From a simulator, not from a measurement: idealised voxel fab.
process module | voxel capacitor over wiring
cross-section cut | 285 nm wide | cells 5 nm
A cross-section is a grid of square cells, given in bands from the top down. A band is one or more rows of cells.
Each band's line starts with the height of the band's top and of its bottom, in nm. Then come its materials from left to right, each with its width in nm. One material with "throughout" fills the band from edge to edge. "air" is empty space.
Height 0 is the level under which the wafer as received is all one material. The lowest band goes on downwards, as in "0 down".
A width such as "30 to 40" changes by the same amount from each row of cells to the next, from the band's top row to its bottom row.
"no change" after a step means that no cell of the cross-section changed.
closed voids: empty space of 8 cells or more with no open way to the top, each as width x height at its distance from the left edge, in nm
after a step's settings: what the simulator itself notes on the step
overlay nm, on a step with a mask: how far to the right of its planned place the mask lay; to the left if negative
plan
1 op RECEIVE | material Si
2 op CONFORMAL_DEP | material SiO2 | thk nm 15
3 op CONFORMAL_DEP | material SiCN | thk nm 5
4 op DIRECTIONAL_DEP | material SiO2 | thk nm 20
5 op DIRECTIONAL_DEP | material aC | thk nm 10
6 op PATTERN | tone open | mask id METAL_1 | material resist | width nm 20 | pitch nm 75 | thk nm 30 | overlay nm 0
7 op DIRECTIONAL_ETCH | etch materials aC | depth nm 10
8 op STRIP | etch materials resist
9 op DIRECTIONAL_ETCH | etch materials SiO2 | depth nm 20
10 op DIRECTIONAL_ETCH | etch materials SiCN | depth nm 5
11 op STRIP | etch materials aC
12 op CONFORMAL_DEP | material TiN | thk nm 5
13 op FILL_DEP | material Cu | thk nm 10
14 op CMP | height nm 40
15 op EPI | material Ru | thk nm 5
16 op FILL_DEP | material SiCN | thk nm 5
17 op DIRECTIONAL_DEP | material lowk | thk nm 10
18 op PATTERN | tone open | mask id PLUG_1 | material resist | width nm 15 | thk nm 15 | overlay nm 0
19 op DIRECTIONAL_ETCH | etch materials lowk | depth nm 10
20 op DIRECTIONAL_ETCH | etch materials SiCN | depth nm 5
21 op STRIP | etch materials resist
22 op CONFORMAL_DEP | material TiN | thk nm 5
23 op FILL_DEP | material W | thk nm 5
24 op CMP | height nm 60
25 op DIRECTIONAL_DEP | material TiN | thk nm 5
26 op DIRECTIONAL_DEP | material HfO2 | thk nm 5
27 op DIRECTIONAL_DEP | material TiN | thk nm 5
28 op PATTERN | tone cover | mask id UPPER_PLATE | material resist | width nm 60 | thk nm 15 | overlay nm 0
29 op DIRECTIONAL_ETCH | etch materials TiN | depth nm 5
30 op DIRECTIONAL_ETCH | etch materials HfO2 | depth nm 5
31 op STRIP | etch materials resist
32 op MASKED_ETCH | tone cover | mask id LOWER_PLATE | width nm 70 | etch materials TiN | depth nm 5 | overlay nm 0
33 op FILL_DEP | material SiO2 | thk nm 20
34 op CMP | height nm 90
35 op DIRECTIONAL_DEP | material aC | thk nm 10
36 op PATTERN | tone open | mask id PLUG_2 | material resist | width nm 15 | thk nm 30 | overlay nm 0
37 op DIRECTIONAL_ETCH | etch materials aC | depth nm 10
38 op STRIP | etch materials resist
39 op DIRECTIONAL_ETCH | etch materials SiO2 | depth nm 15
40 op STRIP | etch materials aC
41 op CONFORMAL_DEP | material TiN | thk nm 5
42 op FILL_DEP | material W | thk nm 5
43 op CMP | height nm 90
44 op CONFORMAL_DEP | material SiN | thk nm 5
varied across the wafers: width nm of step 18. The plan shows the first wafer's value. All wafers start alike
first wafer as received, after step 1
  0 down: Si throughout
  closed voids: none
each wafer at the end: cells of each material gained (+) or lost (-) since it was received, then its closed voids
width nm 15 | +16 Cu | +12 HfO2 | +12 Ru | +148 SiCN | +57 SiN | +662 SiO2 | +64 TiN | +4 W | +108 lowk | closed voids: none
width nm 20 | +16 Cu | +12 HfO2 | +12 Ru | +147 SiCN | +57 SiN | +662 SiO2 | +65 TiN | +6 W | +106 lowk | closed voids: none
width nm 25 | +16 Cu | +12 HfO2 | +12 Ru | +146 SiCN | +57 SiN | +662 SiO2 | +66 TiN | +8 W | +104 lowk | closed voids: none
width nm 30 | +16 Cu | +12 HfO2 | +12 Ru | +145 SiCN | +57 SiN | +662 SiO2 | +67 TiN | +10 W | +102 lowk | closed voids: none
